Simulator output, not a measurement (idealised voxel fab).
This section sets out a process module, namely voxel released beams.
Square cell edge 5 nm, section width 160 nm, ID cut.
In this document a cross-section is written as a grid of square cells. It is given as a series of bands, listed from the top down, and a band is one or more rows of cells. Band: top height; bottom height; in nm. Then, left to right: material with width in nm, for each material. "full width": a single material spanning edge to edge. "air": empty space. Basically, 0 is our baseline, since under it the wafer straight out of the box is all one material. The bottom band has no lower end and keeps on going down, so it looks like "0 nm and below". Width spec "30..40" -> top row of cells at first value, bottom row at second value, equal per-row change in between. Basically "no change occurred" means that step didn't change any cell in the cross-section. Entry "Closed cavity list". Content: empty spaces with no open connection to the top, size 8 cells or greater. Each: width x height at distance. Distance: from left edge. Unit: nm. Read whatever lies past the settings on a step's line as the simulator's own remark about the step. "overlay nm", when on a step's line for a step with a mask, measures how far to the right of its planned place the mask lay; a negative measure means to the left.

Planned step list for the process
1. RECEIVE | material Si
2. CONFORMAL_DEP | material SiN | thk nm 10
3. DIRECTIONAL_DEP | material SiO2 | thk nm 15
4. PATTERN | tone open | mask id ANCHOR | material resist | width nm 40 | thk nm 20 | overlay nm 0
5. DIRECTIONAL_ETCH | etch materials SiO2 | depth nm 15
6. STRIP | etch materials resist
7. CONFORMAL_DEP | material TiN | thk nm 15
8. PATTERN | tone cover | mask id BEAM | material resist | width nm 90 | thk nm 15 | overlay nm 0
9. DIRECTIONAL_ETCH | etch materials TiN | depth nm 15
10. STRIP | etch materials resist
11. STRIP | etch materials SiO2

Wafer cross-section on receipt, i.e. after step 1
	0 nm and below  Si full width
	Closed cavity list: none

Cross-sectional image of the first of two wafers at the end of the module, the run having proceeded as planned
	40 nm to 25 nm  air: 30, TiN: 20, air: 10, TiN: 60, air: 40
	25 nm to 10 nm  air: 35, TiN: 40, air: 85
	10 nm to 0 nm  SiN full width
	0 nm and below  Si full width
	Closed cavity list: none

The second wafer, shown in cross-section after the module: started the same way as the first and given the same plan, yet one mistake crept into how it was run
	40 nm to 30 nm  air: 30, TiN: 20, air: 10, TiN: 60, air: 40
	30 nm to 25 nm  TiN: 50, air: 10, TiN: 100
	25 nm to 10 nm  SiO2: 35, TiN: 40, SiO2: 85
	10 nm to 0 nm  SiN full width
	0 nm and below  Si full width
	Closed cavity list: none
Where did the run depart from the plan? heads up, step 9 didn't go per plan, it actually ran as DIRECTIONAL_ETCH | etch materials TiN | depth nm 10
Materials where the second wafer ends with more or fewer cells than the first: +72 SiO2 | +14 TiN
